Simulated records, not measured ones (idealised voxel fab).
process module | voxel gate over fins
cross-section cut | 195 nm wide | cells 5 nm
A cross-section is a grid of square cells, given in bands from the top down. A band is one or more rows of cells.
Each band's line starts with the height of the band's top and of its bottom, in nm. Then come its materials from left to right, each with its width in nm. One material with "throughout" fills the band from edge to edge. "air" is empty space.
Height 0 is the level under which the wafer as received is all one material. The lowest band goes on downwards, as in "0 down".
A width such as "30 to 40" changes by the same amount from each row of cells to the next, from the band's top row to its bottom row.
"no change" after a step means that no cell of the cross-section changed.
closed voids: empty space of 8 cells or more with no open way to the top, each as width x height at its distance from the left edge, in nm
after a step's settings: what the simulator itself notes on the step
overlay nm, on a step with a mask: how far to the right of its planned place the mask lay; to the left if negative
plan
1 op RECEIVE | material Si
2 op CONFORMAL_DEP | material SiN | thk nm 5
3 op PATTERN | tone cover | mask id FINS | material resist | width nm 15 | pitch nm 40 | thk nm 20 | overlay nm 0
4 op DIRECTIONAL_ETCH | etch materials SiN | depth nm 5
5 op DIRECTIONAL_ETCH | etch materials Si | depth nm 35
6 op STRIP | etch materials resist
7 op OXIDIZE | depth nm 5
8 op FILL_DEP | material SiO2 | thk nm 15
9 op CMP | height nm 5
10 op SELECTIVE_ETCH | etch materials SiO2 | depth nm 20
11 op STRIP | etch materials SiN
12 op CONFORMAL_DEP | material HfO2 | thk nm 5
13 op CONFORMAL_DEP | material TiN | thk nm 5
14 op FILL_DEP | material W | thk nm 15
15 op CMP | height nm 20
16 op CONFORMAL_DEP | material SiCN | thk nm 10
as received, after step 1
  0 down: Si throughout
  closed voids: none
a wafer at the end: this start, this plan, one mistake
  30 to 20: SiCN throughout
  20 to 10: W throughout
  10 to 5: TiN throughout
  5 to 0: HfO2 throughout
  0 to -40: SiO2 75 | Si 5 | SiO2 35 | Si 5 | SiO2 75
  -40 down: Si throughout
  closed voids: none
what went wrong: step 9 was left out
